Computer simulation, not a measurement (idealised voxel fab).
process module | voxel released beams
cross-section cut | 250 nm wide | cells 5 nm
A cross-section is a grid of square cells, given in bands from the top down. A band is one or more rows of cells.
Each band's line starts with the height of the band's top and of its bottom, in nm. Then come its materials from left to right, each with its width in nm. One material with "throughout" fills the band from edge to edge. "air" is empty space.
Height 0 is the level under which the wafer as received is all one material. The lowest band goes on downwards, as in "0 down".
A width such as "30 to 40" changes by the same amount from each row of cells to the next, from the band's top row to its bottom row.
"no change" after a step means that no cell of the cross-section changed.
closed voids: empty space of 8 cells or more with no open way to the top, each as width x height at its distance from the left edge, in nm
after a step's settings: what the simulator itself notes on the step
overlay nm, on a step with a mask: how far to the right of its planned place the mask lay; to the left if negative
plan
1 op RECEIVE | material Si
2 op CONFORMAL_DEP | material SiN | thk nm 5
3 op DIRECTIONAL_DEP | material SiO2 | thk nm 10
4 op PATTERN | tone open | mask id ANCHOR | material resist | width nm 25 | thk nm 15 | overlay nm 0
5 op DIRECTIONAL_ETCH | etch materials SiO2 | depth nm 10
6 op STRIP | etch materials resist
7 op CONFORMAL_DEP | material W | thk nm 10
8 op DIRECTIONAL_DEP | material aC | thk nm 10
9 op PATTERN | tone cover | mask id BEAM | material resist | width nm 70 | thk nm 25 | overlay nm -15
10 op DIRECTIONAL_ETCH | etch materials aC | depth nm 10
11 op STRIP | etch materials resist
12 op DIRECTIONAL_ETCH | etch materials W | depth nm 10
13 op STRIP | etch materials aC
14 op STRIP | etch materials SiO2
varied across the wafers: overlay nm of step 9. The plan shows the first wafer's value. All wafers start alike
first wafer as received, after step 1
  0 down: Si throughout
  closed voids: none
first wafer at the end, after step 14
  25 to 15: air 70 | W 30 | air 5 | W 35 | air 110
  15 to 5: air 90 | W 25 | air 135
  5 to 0: SiN throughout
  0 down: Si throughout
  closed voids: none
last wafer at the end
  25 to 15: air 105 | W 65 | air 80
  15 to 5: air 90 | W 25 | air 135
  5 to 0: SiN throughout
  0 down: Si throughout
  closed voids: none
each wafer at the end: cells of each material gained (+) or lost (-) since it was received, then its closed voids
overlay nm -15 | +50 SiN | +36 W | closed voids: none
overlay nm -10 | +50 SiN | +36 W | closed voids: none
overlay nm -5 | +50 SiN | +36 W | closed voids: none
overlay nm 0 | +50 SiN | +36 W | closed voids: none
overlay nm 5 | +50 SiN | +36 W | closed voids: none
overlay nm 10 | +50 SiN | +36 W | closed voids: none
overlay nm 15 | +50 SiN | +36 W | closed voids: none
